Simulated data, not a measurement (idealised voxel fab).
process module | voxel trench capacitor
cross-section cut | 230 nm wide | cells 5 nm
A cross-section is a grid of square cells, given in bands from the top down. A band is one or more rows of cells.
Each band's line starts with the height of the band's top and of its bottom, in nm. Then come its materials from left to right, each with its width in nm. One material with "throughout" fills the band from edge to edge. "air" is empty space.
Height 0 is the level under which the wafer as received is all one material. The lowest band goes on downwards, as in "0 down".
A width such as "30 to 40" changes by the same amount from each row of cells to the next, from the band's top row to its bottom row.
"no change" after a step means that no cell of the cross-section changed.
closed voids: empty space of 8 cells or more with no open way to the top, each as width x height at its distance from the left edge, in nm
after a step's settings: what the simulator itself notes on the step
overlay nm, on a step with a mask: how far to the right of its planned place the mask lay; to the left if negative
plan
1 op RECEIVE | material Si
2 op CONFORMAL_DEP | material SiN | thk nm 10
3 op PATTERN | tone open | mask id TRENCH | material resist | width nm 15 | pitch nm 55 | thk nm 15 | overlay nm 0
4 op DIRECTIONAL_ETCH | etch materials SiN | depth nm 10
5 op DIRECTIONAL_ETCH | etch materials Si | depth nm 30
6 op STRIP | etch materials resist
7 op CONFORMAL_DEP | material Al2O3 | thk nm 5
8 op FILL_DEP | material polySi | thk nm 10
9 op CMP | height nm 10
varied across the wafers: width nm of step 3. The plan shows the first wafer's value. All wafers start alike
first wafer as received, after step 1
  0 down: Si throughout
  closed voids: none
first wafer at the end, after step 9
  10 to 0: SiN 50 | Al2O3 5 | polySi 5 | Al2O3 5 | SiN 40 | Al2O3 5 | polySi 5 | Al2O3 5 | SiN 40 | Al2O3 5 | polySi 5 | Al2O3 5 | SiN 55
  0 to -25: Si 50 | Al2O3 5 | polySi 5 | Al2O3 5 | Si 40 | Al2O3 5 | polySi 5 | Al2O3 5 | Si 40 | Al2O3 5 | polySi 5 | Al2O3 5 | Si 55
  -25 to -30: Si 50 | Al2O3 15 | Si 40 | Al2O3 15 | Si 40 | Al2O3 15 | Si 55
  -30 down: Si throughout
  closed voids: none
last wafer at the end
  10 to 0: SiN 40 | Al2O3 5 | polySi 30 | Al2O3 5 | SiN 15 | Al2O3 5 | polySi 30 | Al2O3 5 | SiN 15 | Al2O3 5 | polySi 30 | Al2O3 5 | SiN 40
  0 to -25: Si 40 | Al2O3 5 | polySi 30 | Al2O3 5 | Si 15 | Al2O3 5 | polySi 30 | Al2O3 5 | Si 15 | Al2O3 5 | polySi 30 | Al2O3 5 | Si 40
  -25 to -30: Si 40 | Al2O3 40 | Si 15 | Al2O3 40 | Si 15 | Al2O3 40 | Si 40
  -30 down: Si throughout
  closed voids: none
each wafer at the end: cells of each material gained (+) or lost (-) since it was received, then its closed voids
width nm 15 | +51 Al2O3 | -54 Si | +74 SiN | +21 polySi | closed voids: none
width nm 20 | +54 Al2O3 | -72 Si | +68 SiN | +42 polySi | closed voids: none
width nm 25 | +57 Al2O3 | -90 Si | +62 SiN | +63 polySi | closed voids: none
width nm 30 | +60 Al2O3 | -108 Si | +56 SiN | +84 polySi | closed voids: none
width nm 35 | +63 Al2O3 | -126 Si | +50 SiN | +105 polySi | closed voids: none
width nm 40 | +66 Al2O3 | -144 Si | +44 SiN | +126 polySi | closed voids: none
